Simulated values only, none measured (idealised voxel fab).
Presented below is a process module, voxel ribs on slabs.
Shown is cross-section cut, with a width of 210 nm and square cells of size 5 nm.
This document writes a cross-section as a grid whose cells are square, and gives it as bands, listed from the top down; one or more rows of cells form a band. Band: top and bottom heights (nm) first, top before bottom; then materials from left to right, widths in nm. "throughout" marks a sole material filling the band edge to edge. "air" denotes empty space. Zero point of the height axis is 0; under it, received wafer = one material. Lowest band: continues down indefinitely, "0 down". Width: "30->40" (first number = top row, second number = bottom row, same change from row to row of cells). Where a step carries "nothing was modified", the cross-section came out of it unchanged, cell for cell. Entry "Internal closed voids". Content: empty spaces with no open connection to the top, size 8 cells or greater. Each: width x height at distance. Distance: from left edge. Unit: nm. If you see something after the settings on a step's line, that's the simulator's own remark about that step. overlay nm: where the mask lay relative to plan, measured to the right, on steps with a mask; negatives go left.
**Process steps - plan**
1) RECEIVE,material Si
2) DIRECTIONAL_DEP,material SiO2,thk nm 20
3) DIRECTIONAL_DEP,material polySi,thk nm 15
4) PATTERN,tone cover,mask id RIB,material resist,width nm 15,thk nm 15,overlay nm 0
5) DIRECTIONAL_ETCH,etch materials polySi,depth nm 10
6) STRIP,etch materials resist
7) MASKED_ETCH,tone cover,mask id SLAB,width nm 65,etch materials polySi,depth nm 5,overlay nm 0
8) FILL_DEP,material SiO2,thk nm 15
9) CMP,height nm 45
10) DIRECTIONAL_DEP,material W,thk nm 10
11) DIRECTIONAL_DEP,material aC,thk nm 10
12) PATTERN,tone cover,mask id HEATER,material resist,width nm 25,thk nm 25,overlay nm 0
13) DIRECTIONAL_ETCH,etch materials aC,depth nm 10
14) STRIP,etch materials resist
15) DIRECTIONAL_ETCH,etch materials W,depth nm 10
16) STRIP,etch materials aC
17) CONFORMAL_DEP,material SiN,thk nm 5
**Here's what the wafer looked like in cross-section when it arrived - that's after step 1**
> 0 down = Si throughout
> Internal closed voids: none
**Starting wafer: above. Plan: above. Run: one mistake. Cross-section after the module: below**
> 60 to 55 = air (85), then SiN (35), then air (90)
> 55 to 50 = air (85), then SiN (5), then W (25), then SiN (5), then air (90)
> 50 to 45 = SiN (90), then W (25), then SiN (95)
> 45 to 30 = SiO2 throughout
> 30 to 25 = SiO2 (95), then polySi (15), then SiO2 (100)
> 25 to 20 = polySi (70), then SiO2 (25), then polySi (15), then SiO2 (25), then polySi (75)
> 20 to 0 = SiO2 throughout
> 0 down = Si throughout
> Internal closed voids: none
Heads up, the wafer didn't run the way we planned it: step 7, actual vs plan mismatch, actual run MASKED_ETCH,tone open,mask id SLAB,width nm 65,etch materials polySi,depth nm 5,overlay nm 0
